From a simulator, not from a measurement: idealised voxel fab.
Name of the process module below: voxel double patterning
In the cross-section labelled cut, the width is 290 nm and each square cell is 5 nm.
Each cross-section below is a grid of square cells, stated as bands in top-down order, with one or more rows of cells making up each band.
Basically the band line says how high the top is and how high the bottom is, in nm, and then what's in it from left to right, every material with its width in nm. Empty space shows up as "air", and if a single material carries "everywhere" it runs the full band edge to edge.
Basically, 0 is our baseline, since under it the wafer straight out of the box is all one material. The bottom band has no lower end and keeps on going down, so it looks like "0..down".
Per-row width for "30..40": begins at first number (top row of band), ends at second number (bottom row), increment between rows held constant.
Given "changes: none" for a step, no cell of the cross-section differs between before and after that step.
Basically, "Entrapped voids" tells you about the enclosed voids: empty spaces with no open way to the top, 8 cells or bigger, each written width x height at distance, where distance is from the left edge, all in nm.
Note: text after step settings on the step line = simulator remark on that step.
overlay nm: where the mask lay relative to plan, measured to the right, on steps with a mask; negatives go left.
Pairs ahead. Before: cross-section ahead of one process step. After: cross-section once the step is done, shown to the lowest changed band only. Under each pair: that step, with settings. Caution: pairs may come from different runs of this module on the same starting wafer; a pair follows the pair above only where its "Pre-process cross-section" entry says so.

Pre-process cross-section
0..down  Si everywhere
Entrapped voids: none

Structure After Step
10..0  SiO2 everywhere
All layers under 0 are left as they were.
Entrapped voids: none
Step lying between the two cross-sections just above: op CONFORMAL_DEP | material SiO2 | thk nm 10

Pre-process cross-section: The pre-step condition corresponds to the post-step cross-section depicted in the pair directly above.

Structure After Step
20..10  TiN everywhere
All layers under 10 are left as they were.
Entrapped voids: none
Step lying between the two cross-sections just above: op DIRECTIONAL_DEP | material TiN | thk nm 10

Pre-process cross-section: The pre-step condition corresponds to the post-step cross-section depicted in the pair directly above.

Structure After Step
30..20  SiN everywhere
All layers under 20 are left as they were.
Entrapped voids: none
Step lying between the two cross-sections just above: op DIRECTIONAL_DEP | material SiN | thk nm 10

Pre-process cross-section: The pre-step condition corresponds to the post-step cross-section depicted in the pair directly above.

Structure After Step
45..30  aC everywhere
All layers under 30 are left as they were.
Entrapped voids: none
Step lying between the two cross-sections just above: op DIRECTIONAL_DEP | material aC | thk nm 15

Pre-process cross-section: The pre-step condition corresponds to the post-step cross-section depicted in the pair directly above.

Structure After Step
75..45  110 resist  15 air  35 resist  15 air  115 resist
All layers under 45 are left as they were.
Entrapped voids: none
Step lying between the two cross-sections just above: op PATTERN | tone open | mask id FIRST | material resist | width nm 15 | pitch nm 50 | thk nm 30 | overlay nm 0

Pre-process cross-section: The pre-step condition corresponds to the post-step cross-section depicted in the pair directly above.

Structure After Step
60..45  110 resist  15 air  35 resist  15 air  115 resist
45..30  110 aC  15 air  35 aC  15 air  115 aC
All layers under 30 are left as they were.
Entrapped voids: none
Step lying between the two cross-sections just above: op DIRECTIONAL_ETCH | etch materials aC | depth nm 15

Pre-process cross-section: The pre-step condition corresponds to the post-step cross-section depicted in the pair directly above.

Structure After Step
45..30  110 aC  15 air  35 aC  15 air  115 aC
All layers under 30 are left as they were.
Entrapped voids: none
Step lying between the two cross-sections just above: op STRIP | etch materials resist

Pre-process cross-section: The pre-step condition corresponds to the post-step cross-section depicted in the pair directly above.

Structure After Step
45..30  110 aC  15 air  35 aC  15 air  115 aC
30..20  110 SiN  15 air  35 SiN  15 air  115 SiN
All layers under 20 are left as they were.
Entrapped voids: none
Step lying between the two cross-sections just above: op DIRECTIONAL_ETCH | etch materials SiN | depth nm 10

Pre-process cross-section: The pre-step condition corresponds to the post-step cross-section depicted in the pair directly above.

Structure After Step
30..20  110 SiN  15 air  35 SiN  15 air  115 SiN
All layers under 20 are left as they were.
Entrapped voids: none
Step lying between the two cross-sections just above: op STRIP | etch materials aC

Pre-process cross-section: The pre-step condition corresponds to the post-step cross-section depicted in the pair directly above.

Structure After Step
50..30  135 resist  15 air  140 resist
30..20  110 SiN  15 resist  35 SiN  15 resist  115 SiN
All layers under 20 are left as they were.
Entrapped voids: none
Step lying between the two cross-sections just above: op PATTERN | tone open | mask id SECOND | material resist | width nm 15 | thk nm 20 | overlay nm 0

Pre-process cross-section: The pre-step condition corresponds to the post-step cross-section depicted in the pair directly above.

Structure After Step
50..30  135 resist  15 air  140 resist
30..20  110 SiN  15 resist  10 SiN  15 air  10 SiN  15 resist  115 SiN
All layers under 20 are left as they were.
Entrapped voids: none
Step lying between the two cross-sections just above: op DIRECTIONAL_ETCH | etch materials SiN | depth nm 10

Pre-process cross-section: The pre-step condition corresponds to the post-step cross-section depicted in the pair directly above.

Structure After Step
30..20  110 SiN  15 air  10 SiN  15 air  10 SiN  15 air  115 SiN
All layers under 20 are left as they were.
Entrapped voids: none
Step lying between the two cross-sections just above: op STRIP | etch materials resist

Pre-process cross-section: The pre-step condition corresponds to the post-step cross-section depicted in the pair directly above.

Structure After Step
30..20  110 SiN  15 air  10 SiN  15 air  10 SiN  15 air  115 SiN
20..10  110 TiN  15 air  10 TiN  15 air  10 TiN  15 air  115 TiN
All layers under 10 are left as they were.
Entrapped voids: none
Step lying between the two cross-sections just above: op DIRECTIONAL_ETCH | etch materials TiN | depth nm 10

Pre-process cross-section: The pre-step condition corresponds to the post-step cross-section depicted in the pair directly above.

Structure After Step
20..10  110 TiN  15 air  10 TiN  15 air  10 TiN  15 air  115 TiN
All layers under 10 are left as they were.
Entrapped voids: none
Step lying between the two cross-sections just above: op STRIP | etch materials SiN

Pre-process cross-section
0..down  Si everywhere
Entrapped voids: none

Structure After Step
10..0  TiN everywhere
All layers under 0 are left as they were.
Entrapped voids: none
Step lying between the two cross-sections just above: op DIRECTIONAL_DEP | material TiN | thk nm 10

Pre-process cross-section: The pre-step condition corresponds to the post-step cross-section depicted in the pair directly above.

Structure After Step
20..10  SiN everywhere
All layers under 10 are left as they were.
Entrapped voids: none
Step lying between the two cross-sections just above: op DIRECTIONAL_DEP | material SiN | thk nm 10

Pre-process cross-section: The pre-step condition corresponds to the post-step cross-section depicted in the pair directly above.

Structure After Step
35..20  aC everywhere
All layers under 20 are left as they were.
Entrapped voids: none
Step lying between the two cross-sections just above: op DIRECTIONAL_DEP | material aC | thk nm 15

Pre-process cross-section: The pre-step condition corresponds to the post-step cross-section depicted in the pair directly above.

Structure After Step
65..35  110 resist  15 air  35 resist  15 air  115 resist
All layers under 35 are left as they were.
Entrapped voids: none
Step lying between the two cross-sections just above: op PATTERN | tone open | mask id FIRST | material resist | width nm 15 | pitch nm 50 | thk nm 30 | overlay nm 0

Pre-process cross-section: The pre-step condition corresponds to the post-step cross-section depicted in the pair directly above.

Structure After Step
50..35  110 resist  15 air  35 resist  15 air  115 resist
35..20  110 aC  15 air  35 aC  15 air  115 aC
All layers under 20 are left as they were.
Entrapped voids: none
Step lying between the two cross-sections just above: op DIRECTIONAL_ETCH | etch materials aC | depth nm 15

Pre-process cross-section: The pre-step condition corresponds to the post-step cross-section depicted in the pair directly above.

Structure After Step
35..20  110 aC  15 air  35 aC  15 air  115 aC
All layers under 20 are left as they were.
Entrapped voids: none
Step lying between the two cross-sections just above: op STRIP | etch materials resist

Pre-process cross-section: The pre-step condition corresponds to the post-step cross-section depicted in the pair directly above.

Structure After Step
35..20  110 aC  15 air  35 aC  15 air  115 aC
20..10  110 SiN  15 air  35 SiN  15 air  115 SiN
All layers under 10 are left as they were.
Entrapped voids: none
Step lying between the two cross-sections just above: op DIRECTIONAL_ETCH | etch materials SiN | depth nm 10

Pre-process cross-section: The pre-step condition corresponds to the post-step cross-section depicted in the pair directly above.

Structure After Step
20..10  110 SiN  15 air  35 SiN  15 air  115 SiN
All layers under 10 are left as they were.
Entrapped voids: none
Step lying between the two cross-sections just above: op STRIP | etch materials aC

Pre-process cross-section: The pre-step condition corresponds to the post-step cross-section depicted in the pair directly above.

Structure After Step
40..20  135 resist  15 air  140 resist
20..10  110 SiN  15 resist  35 SiN  15 resist  115 SiN
All layers under 10 are left as they were.
Entrapped voids: none
Step lying between the two cross-sections just above: op PATTERN | tone open | mask id SECOND | material resist | width nm 15 | thk nm 20 | overlay nm 0

Pre-process cross-section: The pre-step condition corresponds to the post-step cross-section depicted in the pair directly above.

Structure After Step
40..20  135 resist  15 air  140 resist
20..10  110 SiN  15 resist  10 SiN  15 air  10 SiN  15 resist  115 SiN
All layers under 10 are left as they were.
Entrapped voids: none
Step lying between the two cross-sections just above: op DIRECTIONAL_ETCH | etch materials SiN | depth nm 10

Pre-process cross-section: The pre-step condition corresponds to the post-step cross-section depicted in the pair directly above.

Structure After Step
20..10  110 SiN  15 air  10 SiN  15 air  10 SiN  15 air  115 SiN
All layers under 10 are left as they were.
Entrapped voids: none
Step lying between the two cross-sections just above: op STRIP | etch materials resist

Pre-process cross-section: The pre-step condition corresponds to the post-step cross-section depicted in the pair directly above.

Structure After Step
20..10  110 SiN  15 air  10 SiN  15 air  10 SiN  15 air  115 SiN
10..0  110 TiN  15 air  10 TiN  15 air  10 TiN  15 air  115 TiN
All layers under 0 are left as they were.
Entrapped voids: none
Step lying between the two cross-sections just above: op DIRECTIONAL_ETCH | etch materials TiN | depth nm 10

Pre-process cross-section: The pre-step condition corresponds to the post-step cross-section depicted in the pair directly above.

Structure After Step
10..0  110 TiN  15 air  10 TiN  15 air  10 TiN  15 air  115 TiN
All layers under 0 are left as they were.
Entrapped voids: none
Step lying between the two cross-sections just above: op STRIP | etch materials SiN

Pre-process cross-section
10..0  TiN everywhere
0..down  Si everywhere
Entrapped voids: none

Structure After Step
20..10  SiO2 everywhere
All layers under 10 are left as they were.
Entrapped voids: none
Step lying between the two cross-sections just above: op CONFORMAL_DEP | material SiO2 | thk nm 10

Pre-process cross-section: The pre-step condition corresponds to the post-step cross-section depicted in the pair directly above.

Structure After Step
30..20  SiN everywhere
All layers under 20 are left as they were.
Entrapped voids: none
Step lying between the two cross-sections just above: op DIRECTIONAL_DEP | material SiN | thk nm 10

Pre-process cross-section: The pre-step condition corresponds to the post-step cross-section depicted in the pair directly above.

Structure After Step
45..30  aC everywhere
All layers under 30 are left as they were.
Entrapped voids: none
Step lying between the two cross-sections just above: op DIRECTIONAL_DEP | material aC | thk nm 15

Pre-process cross-section: The pre-step condition corresponds to the post-step cross-section depicted in the pair directly above.

Structure After Step
75..45  110 resist  15 air  35 resist  15 air  115 resist
All layers under 45 are left as they were.
Entrapped voids: none
Step lying between the two cross-sections just above: op PATTERN | tone open | mask id FIRST | material resist | width nm 15 | pitch nm 50 | thk nm 30 | overlay nm 0

Pre-process cross-section: The pre-step condition corresponds to the post-step cross-section depicted in the pair directly above.

Structure After Step
60..45  110 resist  15 air  35 resist  15 air  115 resist
45..30  110 aC  15 air  35 aC  15 air  115 aC
All layers under 30 are left as they were.
Entrapped voids: none
Step lying between the two cross-sections just above: op DIRECTIONAL_ETCH | etch materials aC | depth nm 15

Pre-process cross-section: The pre-step condition corresponds to the post-step cross-section depicted in the pair directly above.

Structure After Step
45..30  110 aC  15 air  35 aC  15 air  115 aC
All layers under 30 are left as they were.
Entrapped voids: none
Step lying between the two cross-sections just above: op STRIP | etch materials resist

Pre-process cross-section: The pre-step condition corresponds to the post-step cross-section depicted in the pair directly above.

Structure After Step
45..30  110 aC  15 air  35 aC  15 air  115 aC
30..20  110 SiN  15 air  35 SiN  15 air  115 SiN
All layers under 20 are left as they were.
Entrapped voids: none
Step lying between the two cross-sections just above: op DIRECTIONAL_ETCH | etch materials SiN | depth nm 10

Pre-process cross-section: The pre-step condition corresponds to the post-step cross-section depicted in the pair directly above.

Structure After Step
30..20  110 SiN  15 air  35 SiN  15 air  115 SiN
All layers under 20 are left as they were.
Entrapped voids: none
Step lying between the two cross-sections just above: op STRIP | etch materials aC

Pre-process cross-section: The pre-step condition corresponds to the post-step cross-section depicted in the pair directly above.

Structure After Step
50..30  135 resist  15 air  140 resist
30..20  110 SiN  15 resist  35 SiN  15 resist  115 SiN
All layers under 20 are left as they were.
Entrapped voids: none
Step lying between the two cross-sections just above: op PATTERN | tone open | mask id SECOND | material resist | width nm 15 | thk nm 20 | overlay nm 0

Pre-process cross-section: The pre-step condition corresponds to the post-step cross-section depicted in the pair directly above.

Structure After Step
50..30  135 resist  15 air  140 resist
30..20  110 SiN  15 resist  10 SiN  15 air  10 SiN  15 resist  115 SiN
All layers under 20 are left as they were.
Entrapped voids: none
Step lying between the two cross-sections just above: op DIRECTIONAL_ETCH | etch materials SiN | depth nm 10

Pre-process cross-section: The pre-step condition corresponds to the post-step cross-section depicted in the pair directly above.

Structure After Step
30..20  110 SiN  15 air  10 SiN  15 air  10 SiN  15 air  115 SiN
All layers under 20 are left as they were.
Entrapped voids: none
Step lying between the two cross-sections just above: op STRIP | etch materials resist

Pre-process cross-section: The pre-step condition corresponds to the post-step cross-section depicted in the pair directly above.

Structure After Step
20..10  SiO2 everywhere
All layers under 10 are left as they were.
Entrapped voids: none
Step lying between the two cross-sections just above: op STRIP | etch materials SiN

Pre-process cross-section
10..0  SiO2 everywhere
0..down  Si everywhere
Entrapped voids: none

Structure After Step
25..10  TiN everywhere
All layers under 10 are left as they were.
Entrapped voids: none
Step lying between the two cross-sections just above: op DIRECTIONAL_DEP | material TiN | thk nm 15

Pre-process cross-section: The pre-step condition corresponds to the post-step cross-section depicted in the pair directly above.

Structure After Step
35..25  SiN everywhere
All layers under 25 are left as they were.
Entrapped voids: none
Step lying between the two cross-sections just above: op DIRECTIONAL_DEP | material SiN | thk nm 10

Pre-process cross-section: The pre-step condition corresponds to the post-step cross-section depicted in the pair directly above.

Structure After Step
50..35  aC everywhere
All layers under 35 are left as they were.
Entrapped voids: none
Step lying between the two cross-sections just above: op DIRECTIONAL_DEP | material aC | thk nm 15

Pre-process cross-section: The pre-step condition corresponds to the post-step cross-section depicted in the pair directly above.

Structure After Step
80..50  110 resist  15 air  35 resist  15 air  115 resist
All layers under 50 are left as they were.
Entrapped voids: none
Step lying between the two cross-sections just above: op PATTERN | tone open | mask id FIRST | material resist | width nm 15 | pitch nm 50 | thk nm 30 | overlay nm 0

Pre-process cross-section: The pre-step condition corresponds to the post-step cross-section depicted in the pair directly above.

Structure After Step
65..50  110 resist  15 air  35 resist  15 air  115 resist
50..35  110 aC  15 air  35 aC  15 air  115 aC
All layers under 35 are left as they were.
Entrapped voids: none
Step lying between the two cross-sections just above: op DIRECTIONAL_ETCH | etch materials aC | depth nm 15

Pre-process cross-section: The pre-step condition corresponds to the post-step cross-section depicted in the pair directly above.

Structure After Step
50..35  110 aC  15 air  35 aC  15 air  115 aC
All layers under 35 are left as they were.
Entrapped voids: none
Step lying between the two cross-sections just above: op STRIP | etch materials resist

Pre-process cross-section: The pre-step condition corresponds to the post-step cross-section depicted in the pair directly above.

Structure After Step
50..35  110 aC  15 air  35 aC  15 air  115 aC
35..25  110 SiN  15 air  35 SiN  15 air  115 SiN
All layers under 25 are left as they were.
Entrapped voids: none
Step lying between the two cross-sections just above: op DIRECTIONAL_ETCH | etch materials SiN | depth nm 10

Pre-process cross-section: The pre-step condition corresponds to the post-step cross-section depicted in the pair directly above.

Structure After Step
35..25  110 SiN  15 air  35 SiN  15 air  115 SiN
All layers under 25 are left as they were.
Entrapped voids: none
Step lying between the two cross-sections just above: op STRIP | etch materials aC

Pre-process cross-section: The pre-step condition corresponds to the post-step cross-section depicted in the pair directly above.

Structure After Step
55..35  135 resist  15 air  140 resist
35..25  110 SiN  15 resist  35 SiN  15 resist  115 SiN
All layers under 25 are left as they were.
Entrapped voids: none
Step lying between the two cross-sections just above: op PATTERN | tone open | mask id SECOND | material resist | width nm 15 | thk nm 20 | overlay nm 0

Pre-process cross-section: The pre-step condition corresponds to the post-step cross-section depicted in the pair directly above.

Structure After Step
55..35  135 resist  15 air  140 resist
35..25  110 SiN  15 resist  10 SiN  15 air  10 SiN  15 resist  115 SiN
All layers under 25 are left as they were.
Entrapped voids: none
Step lying between the two cross-sections just above: op DIRECTIONAL_ETCH | etch materials SiN | depth nm 10

Pre-process cross-section: The pre-step condition corresponds to the post-step cross-section depicted in the pair directly above.

Structure After Step
35..25  110 SiN  15 air  10 SiN  15 air  10 SiN  15 air  115 SiN
All layers under 25 are left as they were.
Entrapped voids: none
Step lying between the two cross-sections just above: op STRIP | etch materials resist

Pre-process cross-section: The pre-step condition corresponds to the post-step cross-section depicted in the pair directly above.

Structure After Step
35..25  110 SiN  15 air  10 SiN  15 air  10 SiN  15 air  115 SiN
25..15  110 TiN  15 air  10 TiN  15 air  10 TiN  15 air  115 TiN
All layers under 15 are left as they were.
Entrapped voids: none
Step lying between the two cross-sections just above: op DIRECTIONAL_ETCH | etch materials TiN | depth nm 10

Pre-process cross-section: The pre-step condition corresponds to the post-step cross-section depicted in the pair directly above.

Structure After Step
25..15  110 TiN  15 air  10 TiN  15 air  10 TiN  15 air  115 TiN
All layers under 15 are left as they were.
Entrapped voids: none
Step lying between the two cross-sections just above: op STRIP | etch materials SiN

Pre-process cross-section
30..20  110 SiN  15 air  35 SiN  15 air  115 SiN
20..10  TiN everywhere
10..0  SiO2 everywhere
0..down  Si everywhere
Entrapped voids: none

Structure After Step
50..30  130 resist  25 air  135 resist
30..20  110 SiN  15 resist  35 SiN  15 resist  115 SiN
All layers under 20 are left as they were.
Entrapped voids: none
Step lying between the two cross-sections just above: op PATTERN | tone open | mask id SECOND | material resist | width nm 25 | thk nm 20 | overlay nm 0

Pre-process cross-section: The pre-step condition corresponds to the post-step cross-section depicted in the pair directly above.

Structure After Step
50..30  130 resist  25 air  135 resist
30..20  110 SiN  15 resist  5 SiN  25 air  5 SiN  15 resist  115 SiN
All layers under 20 are left as they were.
Entrapped voids: none
Step lying between the two cross-sections just above: op DIRECTIONAL_ETCH | etch materials SiN | depth nm 10

Pre-process cross-section: The pre-step condition corresponds to the post-step cross-section depicted in the pair directly above.

Structure After Step
30..20  110 SiN  15 air  5 SiN  25 air  5 SiN  15 air  115 SiN
All layers under 20 are left as they were.
Entrapped voids: none
Step lying between the two cross-sections just above: op STRIP | etch materials resist

Pre-process cross-section: The pre-step condition corresponds to the post-step cross-section depicted in the pair directly above.

Structure After Step
30..20  110 SiN  15 air  5 SiN  25 air  5 SiN  15 air  115 SiN
20..10  110 TiN  15 air  5 TiN  25 air  5 TiN  15 air  115 TiN
All layers under 10 are left as they were.
Entrapped voids: none
Step lying between the two cross-sections just above: op DIRECTIONAL_ETCH | etch materials TiN | depth nm 10

Pre-process cross-section: The pre-step condition corresponds to the post-step cross-section depicted in the pair directly above.

Structure After Step
20..10  110 TiN  15 air  5 TiN  25 air  5 TiN  15 air  115 TiN
All layers under 10 are left as they were.
Entrapped voids: none
Step lying between the two cross-sections just above: op STRIP | etch materials SiN

Pre-process cross-section
30..20  110 SiN  15 air  35 SiN  15 air  115 SiN
20..10  TiN everywhere
10..0  SiO2 everywhere
0..down  Si everywhere
Entrapped voids: none

Structure After Step
50..30  125 resist  15 air  150 resist
30..20  110 SiN  15 resist  35 SiN  15 resist  115 SiN
All layers under 20 are left as they were.
Entrapped voids: none
Step lying between the two cross-sections just above: op PATTERN | tone open | mask id SECOND | material resist | width nm 15 | thk nm 20 | overlay nm -10

Pre-process cross-section: The pre-step condition corresponds to the post-step cross-section depicted in the pair directly above.

Structure After Step
50..30  125 resist  15 air  150 resist
30..20  110 SiN  15 resist  15 air  20 SiN  15 resist  115 SiN
All layers under 20 are left as they were.
Entrapped voids: none
Step lying between the two cross-sections just above: op DIRECTIONAL_ETCH | etch materials SiN | depth nm 10

Pre-process cross-section: The pre-step condition corresponds to the post-step cross-section depicted in the pair directly above.

Structure After Step
30..20  110 SiN  30 air  20 SiN  15 air  115 SiN
All layers under 20 are left as they were.
Entrapped voids: none
Step lying between the two cross-sections just above: op STRIP | etch materials resist

Pre-process cross-section: The pre-step condition corresponds to the post-step cross-section depicted in the pair directly above.

Structure After Step
30..20  110 SiN  30 air  20 SiN  15 air  115 SiN
20..10  110 TiN  30 air  20 TiN  15 air  115 TiN
All layers under 10 are left as they were.
Entrapped voids: none
Step lying between the two cross-sections just above: op DIRECTIONAL_ETCH | etch materials TiN | depth nm 10

Pre-process cross-section: The pre-step condition corresponds to the post-step cross-section depicted in the pair directly above.

Structure After Step
20..10  110 TiN  30 air  20 TiN  15 air  115 TiN
All layers under 10 are left as they were.
Entrapped voids: none
Step lying between the two cross-sections just above: op STRIP | etch materials SiN

Pre-process cross-section
0..down  Si everywhere
Entrapped voids: none

Structure After Step
10..0  TiN everywhere
All layers under 0 are left as they were.
Entrapped voids: none
Step lying between the two cross-sections just above: op CONFORMAL_DEP | material TiN | thk nm 10

Pre-process cross-section: The pre-step condition corresponds to the post-step cross-section depicted in the pair directly above.

Structure After Step
20..0  TiN everywhere
All layers under 0 are left as they were.
Entrapped voids: none
Step lying between the two cross-sections just above: op DIRECTIONAL_DEP | material TiN | thk nm 10

Pre-process cross-section: The pre-step condition corresponds to the post-step cross-section depicted in the pair directly above.

Structure After Step
30..20  SiN everywhere
All layers under 20 are left as they were.
Entrapped voids: none
Step lying between the two cross-sections just above: op DIRECTIONAL_DEP | material SiN | thk nm 10

Pre-process cross-section: The pre-step condition corresponds to the post-step cross-section depicted in the pair directly above.

Structure After Step
45..30  aC everywhere
All layers under 30 are left as they were.
Entrapped voids: none
Step lying between the two cross-sections just above: op DIRECTIONAL_DEP | material aC | thk nm 15

Pre-process cross-section: The pre-step condition corresponds to the post-step cross-section depicted in the pair directly above.

Structure After Step
75..45  110 resist  15 air  35 resist  15 air  115 resist
All layers under 45 are left as they were.
Entrapped voids: none
Step lying between the two cross-sections just above: op PATTERN | tone open | mask id FIRST | material resist | width nm 15 | pitch nm 50 | thk nm 30 | overlay nm 0

Pre-process cross-section: The pre-step condition corresponds to the post-step cross-section depicted in the pair directly above.

Structure After Step
60..45  110 resist  15 air  35 resist  15 air  115 resist
45..30  110 aC  15 air  35 aC  15 air  115 aC
All layers under 30 are left as they were.
Entrapped voids: none
Step lying between the two cross-sections just above: op DIRECTIONAL_ETCH | etch materials aC | depth nm 15

Pre-process cross-section: The pre-step condition corresponds to the post-step cross-section depicted in the pair directly above.

Structure After Step
45..30  110 aC  15 air  35 aC  15 air  115 aC
All layers under 30 are left as they were.
Entrapped voids: none
Step lying between the two cross-sections just above: op STRIP | etch materials resist

Pre-process cross-section: The pre-step condition corresponds to the post-step cross-section depicted in the pair directly above.

Structure After Step
45..30  110 aC  15 air  35 aC  15 air  115 aC
30..20  110 SiN  15 air  35 SiN  15 air  115 SiN
All layers under 20 are left as they were.
Entrapped voids: none
Step lying between the two cross-sections just above: op DIRECTIONAL_ETCH | etch materials SiN | depth nm 10

Pre-process cross-section: The pre-step condition corresponds to the post-step cross-section depicted in the pair directly above.

Structure After Step
30..20  110 SiN  15 air  35 SiN  15 air  115 SiN
All layers under 20 are left as they were.
Entrapped voids: none
Step lying between the two cross-sections just above: op STRIP | etch materials aC

Pre-process cross-section: The pre-step condition corresponds to the post-step cross-section depicted in the pair directly above.

Structure After Step
50..30  135 resist  15 air  140 resist
30..20  110 SiN  15 resist  35 SiN  15 resist  115 SiN
All layers under 20 are left as they were.
Entrapped voids: none
Step lying between the two cross-sections just above: op PATTERN | tone open | mask id SECOND | material resist | width nm 15 | thk nm 20 | overlay nm 0

Pre-process cross-section: The pre-step condition corresponds to the post-step cross-section depicted in the pair directly above.

Structure After Step
50..30  135 resist  15 air  140 resist
30..20  110 SiN  15 resist  10 SiN  15 air  10 SiN  15 resist  115 SiN
All layers under 20 are left as they were.
Entrapped voids: none
Step lying between the two cross-sections just above: op DIRECTIONAL_ETCH | etch materials SiN | depth nm 10

Pre-process cross-section: The pre-step condition corresponds to the post-step cross-section depicted in the pair directly above.

Structure After Step
30..20  110 SiN  15 air  10 SiN  15 air  10 SiN  15 air  115 SiN
All layers under 20 are left as they were.
Entrapped voids: none
Step lying between the two cross-sections just above: op STRIP | etch materials resist

Pre-process cross-section: The pre-step condition corresponds to the post-step cross-section depicted in the pair directly above.

Structure After Step
30..20  110 SiN  15 air  10 SiN  15 air  10 SiN  15 air  115 SiN
20..10  110 TiN  15 air  10 TiN  15 air  10 TiN  15 air  115 TiN
All layers under 10 are left as they were.
Entrapped voids: none
Step lying between the two cross-sections just above: op DIRECTIONAL_ETCH | etch materials TiN | depth nm 10

Pre-process cross-section: The pre-step condition corresponds to the post-step cross-section depicted in the pair directly above.

Structure After Step
20..10  110 TiN  15 air  10 TiN  15 air  10 TiN  15 air  115 TiN
All layers under 10 are left as they were.
Entrapped voids: none
Step lying between the two cross-sections just above: op STRIP | etch materials SiN

Pre-process cross-section
30..20  110 SiN  15 air  35 SiN  15 air  115 SiN
20..10  TiN everywhere
10..0  SiO2 everywhere
0..down  Si everywhere
Entrapped voids: none

Structure After Step
50..30  135 air  15 resist  140 air
All layers under 30 are left as they were.
Entrapped voids: none
Step lying between the two cross-sections just above: op PATTERN | tone cover | mask id SECOND | material resist | width nm 15 | thk nm 20 | overlay nm 0

Pre-process cross-section: The pre-step condition corresponds to the post-step cross-section depicted in the pair directly above.

Structure After Step
50..30  135 air  15 resist  140 air
30..20  135 air  15 SiN  140 air
All layers under 20 are left as they were.
Entrapped voids: none
Step lying between the two cross-sections just above: op DIRECTIONAL_ETCH | etch materials SiN | depth nm 10

Pre-process cross-section: The pre-step condition corresponds to the post-step cross-section depicted in the pair directly above.

Structure After Step
30..20  135 air  15 SiN  140 air
All layers under 20 are left as they were.
Entrapped voids: none
Step lying between the two cross-sections just above: op STRIP | etch materials resist

Pre-process cross-section: The pre-step condition corresponds to the post-step cross-section depicted in the pair directly above.

Structure After Step
30..20  135 air  15 SiN  140 air
20..10  135 air  15 TiN  140 air
All layers under 10 are left as they were.
Entrapped voids: none
Step lying between the two cross-sections just above: op DIRECTIONAL_ETCH | etch materials TiN | depth nm 10

Pre-process cross-section: The pre-step condition corresponds to the post-step cross-section depicted in the pair directly above.

Structure After Step
20..10  135 air  15 TiN  140 air
All layers under 10 are left as they were.
Entrapped voids: none
Step lying between the two cross-sections just above: op STRIP | etch materials SiN
